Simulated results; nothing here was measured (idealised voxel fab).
process module | voxel transistor to metal
cross-section cut | 190 nm wide | cells 5 nm
A cross-section is a grid of square cells, given in bands from the top down. A band is one or more rows of cells.
Each band's line starts with the height of the band's top and of its bottom, in nm. Then come its materials from left to right, each with its width in nm. One material with "throughout" fills the band from edge to edge. "air" is empty space.
Height 0 is the level under which the wafer as received is all one material. The lowest band goes on downwards, as in "0 down".
A width such as "30 to 40" changes by the same amount from each row of cells to the next, from the band's top row to its bottom row.
"no change" after a step means that no cell of the cross-section changed.
closed voids: empty space of 8 cells or more with no open way to the top, each as width x height at its distance from the left edge, in nm
after a step's settings: what the simulator itself notes on the step
overlay nm, on a step with a mask: how far to the right of its planned place the mask lay; to the left if negative
plan
1 op RECEIVE | material Si
2 op CONFORMAL_DEP | material SiO2 | thk nm 5
3 op CONFORMAL_DEP | material SiN | thk nm 15
4 op MASKED_ETCH | tone cover | mask id ACTIVE | width nm 115 | etch materials SiN | depth nm 15 | overlay nm 0
5 op MASKED_ETCH | tone cover | mask id ACTIVE | width nm 115 | etch materials SiO2 | depth nm 5 | overlay nm 0
6 op MASKED_ETCH | tone cover | mask id ACTIVE | width nm 115 | etch materials Si | depth nm 20 | overlay nm 0
7 op FILL_DEP | material SiO2 | thk nm 5
8 op CMP | height nm 20
9 op SELECTIVE_ETCH | etch materials SiO2 | depth nm 10
10 op STRIP | etch materials SiN
11 op SELECTIVE_ETCH | etch materials SiO2 | depth nm 5
12 op OXIDIZE | depth nm 5
13 op DIRECTIONAL_DEP | material polySi | thk nm 30
14 op DIRECTIONAL_DEP | material SiCN | thk nm 15
15 op DIRECTIONAL_DEP | material aC | thk nm 10
16 op PATTERN | tone cover | mask id GATE | material resist | width nm 25 | thk nm 25 | overlay nm 0
17 op DIRECTIONAL_ETCH | etch materials aC | depth nm 10
18 op STRIP | etch materials resist
19 op DIRECTIONAL_ETCH | etch materials SiCN | depth nm 25
20 op DIRECTIONAL_ETCH | etch materials polySi | depth nm 40
21 op STRIP | etch materials aC
22 op CONFORMAL_DEP | material SiN | thk nm 5
23 op DIRECTIONAL_ETCH | etch materials SiN | depth nm 5
24 op DIRECTIONAL_ETCH | etch materials SiO2 | depth nm 5
25 op DIRECTIONAL_ETCH | etch materials Si | depth nm 5
26 op EPI | material nSi | thk nm 5
27 op FILL_DEP | material SiO2 | thk nm 5
28 op CMP | height nm 30
29 op STRIP | etch materials polySi
30 op SELECTIVE_ETCH | etch materials SiO2 | depth nm 5
31 op CONFORMAL_DEP | material HfO2 | thk nm 5
32 op CONFORMAL_DEP | material TiN | thk nm 5
33 op FILL_DEP | material W | thk nm 5
34 op CMP | height nm 25
35 op DIRECTIONAL_DEP | material SiO2 | thk nm 10
36 op DIRECTIONAL_DEP | material aC | thk nm 15
37 op PATTERN | tone open | mask id CONTACT | material resist | width nm 20 | pitch nm 85 | thk nm 35 | overlay nm 0
38 op DIRECTIONAL_ETCH | etch materials aC | depth nm 15
39 op STRIP | etch materials resist
40 op DIRECTIONAL_ETCH | etch materials SiO2 | depth nm 40
41 op STRIP | etch materials aC
42 op CONFORMAL_DEP | material TiN | thk nm 5
43 op FILL_DEP | material W | thk nm 5
44 op CMP | height nm 35
45 op DIRECTIONAL_DEP | material TiN | thk nm 5
46 op DIRECTIONAL_DEP | material Ru | thk nm 25
47 op PATTERN | tone cover | mask id METAL_1 | material resist | width nm 20 | pitch nm 85 | thk nm 20 | overlay nm 0
48 op DIRECTIONAL_ETCH | etch materials Ru | depth nm 25
49 op DIRECTIONAL_ETCH | etch materials TiN | depth nm 5
50 op STRIP | etch materials resist
51 op FILL_DEP | material lowk | thk nm 5
52 op CMP | height nm 65
53 op CONFORMAL_DEP | material SiCN | thk nm 5
54 op DIRECTIONAL_DEP | material SiO2 | thk nm 30
55 op DIRECTIONAL_DEP | material aC | thk nm 15
56 op PATTERN | tone open | mask id METAL_2 | material resist | width nm 20 | pitch nm 85 | thk nm 30 | overlay nm 0
57 op DIRECTIONAL_ETCH | etch materials aC | depth nm 15
58 op STRIP | etch materials resist
59 op DIRECTIONAL_ETCH | etch materials SiO2 | depth nm 15
60 op STRIP | etch materials aC
61 op DIRECTIONAL_DEP | material aC | thk nm 15
62 op PATTERN | tone open | mask id METAL_2_HOLES | material resist | width nm 15 | pitch nm 85 | thk nm 35 | overlay nm 0
63 op DIRECTIONAL_ETCH | etch materials aC | depth nm 15
64 op STRIP | etch materials resist
65 op DIRECTIONAL_ETCH | etch materials SiO2 | depth nm 15
66 op DIRECTIONAL_ETCH | etch materials SiCN | depth nm 5
67 op STRIP | etch materials aC
68 op CONFORMAL_DEP | material TiN | thk nm 5
69 op FILL_DEP | material Cu | thk nm 5
70 op CMP | height nm 100
71 op CONFORMAL_DEP | material SiCN | thk nm 5
as received, after step 1
  0 down: Si throughout
  closed voids: none
a wafer at the end: this start, this plan, one mistake
  105 to 100: SiCN throughout
  100 to 90: SiO2 40 | TiN 5 | Cu 10 | TiN 5 | SiO2 65 | TiN 5 | Cu 10 | TiN 5 | SiO2 45
  90 to 85: SiO2 40 | TiN 5 | Cu 5 | TiN 10 | SiO2 65 | TiN 5 | Cu 5 | TiN 10 | SiO2 45
  85 to 70: SiO2 40 | TiN 5 | Cu 5 | TiN 5 | SiO2 70 | TiN 5 | Cu 5 | TiN 5 | SiO2 50
  70 to 65: SiCN 40 | TiN 15 | SiCN 70 | TiN 15 | SiCN 50
  65 to 40: lowk 40 | Ru 20 | lowk 65 | Ru 20 | lowk 45
  40 to 35: lowk 40 | TiN 20 | lowk 65 | TiN 20 | lowk 45
  35 to 25: SiO2 40 | TiN 5 | W 10 | TiN 5 | SiO2 65 | TiN 5 | W 10 | TiN 5 | SiO2 45
  25 to 10: SiO2 40 | TiN 5 | W 10 | TiN 5 | SiO2 15 | SiN 5 | HfO2 5 | TiN 5 | W 5 | TiN 5 | HfO2 5 | SiN 5 | SiO2 15 | TiN 5 | W 10 | TiN 5 | SiO2 45
  10 to 5: SiO2 40 | TiN 5 | W 10 | TiN 5 | SiO2 15 | SiN 5 | HfO2 5 | TiN 15 | HfO2 5 | SiN 5 | SiO2 15 | TiN 5 | W 10 | TiN 5 | SiO2 45
  5 to 0: SiO2 35 | SiN 5 | TiN 20 | SiO2 10 | nSi 5 | HfO2 35 | nSi 5 | SiO2 10 | TiN 20 | SiN 5 | SiO2 40
  0 to -5: SiO2 30 | nSi 5 | SiO2 5 | TiN 5 | nSi 30 | Si 35 | nSi 30 | TiN 5 | SiO2 5 | nSi 5 | SiO2 35
  -5 to -10: nSi 35 | Si 115 | nSi 40
  -10 down: Si throughout
  closed voids: none
what went wrong: step 4 ran as: op MASKED_ETCH | tone open | mask id ACTIVE | width nm 115 | etch materials SiN | depth nm 15 | overlay nm 0
